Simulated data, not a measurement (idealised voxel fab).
The document below concerns the process module designated voxel self aligned vias.
FYI the section here is cut, 300 nm wide, cells are 5 nm squares.
Cross-sections here: square-cell grids, written as top-down lists of bands, a band being one or more rows of cells.
What a band's entry tells you: where the top is and where the bottom is, as heights in nm, and after that what lies inside, material by material from left to right, each with its width in nm. Empty space is written as the word "blank", and a single material marked with the word "edge to edge" occupies the band from edge to edge.
A quick word on heights: they are counted from 0, and under that level the wafer as it came to us is one material throughout. The lowest band is different from the rest in having no bottom; it simply continues downward, written as in "0 down".
Per-row width for "30..40": begins at first number (top row of band), ends at second number (bottom row), increment between rows held constant.
"no change" -> step changed no cross-section cell.
So "Enclosed internal voids" is basically the list of trapped voids: any empty space of 8 cells or more that can't reach the top through an opening. They're written width x height at distance, the distance being from the left edge, and it's all nm.
after a step's settings: what the simulator itself notes on the step
overlay nm: right-of-plan distance of the mask on a masked step; negative values mean left-of-plan.
THESE ARE THE STEPS WE PLANNED FOR THE PROCESS
| 1 | RECEIVE [material Si] |
| 2 | CONFORMAL_DEP [material SiO2] [thk nm 10] |
| 3 | CONFORMAL_DEP [material SiCN] [thk nm 5] |
| 4 | DIRECTIONAL_DEP [material lowk] [thk nm 20] |
| 5 | DIRECTIONAL_DEP [material aC] [thk nm 15] |
| 6 | PATTERN [tone open] [mask id LINES] [material resist] [width nm 25] [pitch nm 50] [thk nm 35] [overlay nm 0] |
| 7 | DIRECTIONAL_ETCH [etch materials aC] [depth nm 15] |
| 8 | STRIP [etch materials resist] |
| 9 | DIRECTIONAL_ETCH [etch materials lowk] [depth nm 20] |
| 10 | STRIP [etch materials aC] |
| 11 | CONFORMAL_DEP [material TiN] [thk nm 5] |
| 12 | FILL_DEP [material W] [thk nm 5] |
| 13 | CMP [height nm 35] |
| 14 | SELECTIVE_ETCH [etch materials W Ru TiN] [depth nm 5] |
| 15 | FILL_DEP [material SiN] [thk nm 5] |
| 16 | CMP [height nm 35] |
| 17 | DIRECTIONAL_DEP [material lowk] [thk nm 15] |
| 18 | DIRECTIONAL_DEP [material aC] [thk nm 10] |
| 19 | PATTERN [tone open] [mask id VIAS] [material resist] [width nm 35] [thk nm 30] [overlay nm 0] |
| 20 | DIRECTIONAL_ETCH [etch materials aC] [depth nm 10] |
| 21 | STRIP [etch materials resist] |
| 22 | DIRECTIONAL_ETCH [etch materials lowk] [depth nm 15] |
| 23 | DIRECTIONAL_ETCH [etch materials SiN] [depth nm 5] |
| 24 | STRIP [etch materials aC] |
| 25 | CONFORMAL_DEP [material TiN] [thk nm 5] |
| 26 | FILL_DEP [material Cu] [thk nm 5] |
| 27 | CMP [height nm 50] |
| 28 | CONFORMAL_DEP [material SiN] [thk nm 5] |
CROSS-SECTIONAL VIEW OF THE WAFER IN ITS AS-RECEIVED CONDITION, CORRESPONDING TO THE STATE AFTER STEP 1
  0 down = Si edge to edge
  Enclosed internal voids: none
END STATE OF THE MODULE IN CROSS-SECTION, GIVEN THE ABOVE STARTING POINT AND PLAN AND ONE MISTAKE IN EXECUTION
  55 to 50 = SiN edge to edge
  50 to 40 = lowk 105, then TiN 5, then Cu 25, then TiN 5, then lowk 160
  40 to 35 = lowk 105, then TiN 5, then Cu 15, then TiN 15, then lowk 160
  35 to 30 = lowk 105, then TiN 25, then lowk 25, then SiN 25, then lowk 120
  30 to 20 = lowk 105, then TiN 5, then W 15, then TiN 5, then lowk 25, then TiN 5, then W 15, then TiN 5, then lowk 120
  20 to 15 = lowk 105, then TiN 25, then lowk 25, then TiN 25, then lowk 120
  15 to 10 = SiCN edge to edge
  10 to 0 = SiO2 edge to edge
  0 down = Si edge to edge
  Enclosed internal voids: none
It is concluded that the wafer was processed incorrectly with respect to the plan, in that so step 6 ended up running with a different setting than we planned, it ran as PATTERN [tone open] [mask id LINES] [material resist] [width nm 25] [pitch nm 50] [thk nm 35] [overlay nm -5]
